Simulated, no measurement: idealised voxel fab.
Process module name: voxel self aligned vias
Pictured: cross-section cut, 290 nm wide, on a grid of 5 nm square cells.
Cross-section = grid of square cells, listed top down in bands; band = one or more rows. The band entry comprises the height of the band's top followed by the height of its bottom, expressed in nm, and subsequently the band's materials from left to right, each stated together with its width in nm. Where a single material is marked with the word "edge to edge", that material fills the band from edge to edge. The word "air" represents empty space. The reference from which all heights are counted is 0, the level beneath which the as-received wafer is entirely one material; the lowest band, having no lower bound, proceeds downward and is written after the example "0 and below". Top row gets the first number, bottom row gets the second, and each row in between changes by the same step: that is how a band width like "30->40" works. Step marked "no modification"? Then no cell in the cross-section changed in it. Each empty space that has no open way to the top and spans at least 8 cells appears under "Sealed void listing" as width x height at distance, the distance counted from the left edge, all in nm. Step line, after settings: the simulator's comment on this step. What "overlay nm" on a step's line means: if the step has a mask, that mask lay this far to the right of its planned place, or, when the value is negative, to the left.
## Process steps foreseen in the plan
1,RECEIVE,material Si
2,CONFORMAL_DEP,material SiO2,thk nm 10
3,CONFORMAL_DEP,material SiCN,thk nm 5
4,DIRECTIONAL_DEP,material lowk,thk nm 20
5,MASKED_ETCH,tone open,mask id LINES,width nm 25,pitch nm 65,etch materials lowk,depth nm 20,overlay nm 0
6,CONFORMAL_DEP,material TiN,thk nm 5
7,FILL_DEP,material Ru,thk nm 10
8,CMP,height nm 35
9,SELECTIVE_ETCH,etch materials W Ru TiN,depth nm 5
10,FILL_DEP,material SiN,thk nm 10
11,CMP,height nm 35
12,DIRECTIONAL_DEP,material lowk,thk nm 15
13,DIRECTIONAL_DEP,material aC,thk nm 10
14,PATTERN,tone open,mask id VIAS,material resist,width nm 45,pitch nm 65,thk nm 25,overlay nm 0
15,DIRECTIONAL_ETCH,etch materials aC,depth nm 10
16,STRIP,etch materials resist
17,DIRECTIONAL_ETCH,etch materials lowk,depth nm 15
18,DIRECTIONAL_ETCH,etch materials SiN,depth nm 5
19,STRIP,etch materials aC
20,CONFORMAL_DEP,material TiN,thk nm 5
21,FILL_DEP,material Ru,thk nm 5
22,CMP,height nm 50
23,CONFORMAL_DEP,material SiCN,thk nm 5
## Incoming wafer, cross-sectional view, post step 1
- 0 and below | Si edge to edge
- Sealed void listing: none
## End-of-module cross-section. Starting structure and process plan as above; one mistake made in running it
- 55 down to 50 | SiCN edge to edge
- 50 down to 40 | lowk: 100  TiN: 5  Ru: 35  TiN: 5  lowk: 20  TiN: 5  Ru: 35  TiN: 5  lowk: 80
- 40 down to 35 | lowk: 100  TiN: 5  Ru: 15  TiN: 25  lowk: 20  TiN: 5  Ru: 15  TiN: 25  lowk: 80
- 35 down to 30 | lowk: 100  TiN: 25  lowk: 40  TiN: 25  lowk: 100
- 30 down to 20 | lowk: 100  TiN: 5  Ru: 15  TiN: 5  lowk: 40  TiN: 5  Ru: 15  TiN: 5  lowk: 100
- 20 down to 15 | lowk: 100  TiN: 25  lowk: 40  TiN: 25  lowk: 100
- 15 down to 10 | SiCN edge to edge
- 10 down to 0 | SiO2 edge to edge
- 0 and below | Si edge to edge
- Sealed void listing: none
what went wrong: step 14 did not happen as planned, as run it was PATTERN,tone open,mask id VIAS,material resist,width nm 45,pitch nm 65,thk nm 25,overlay nm 10
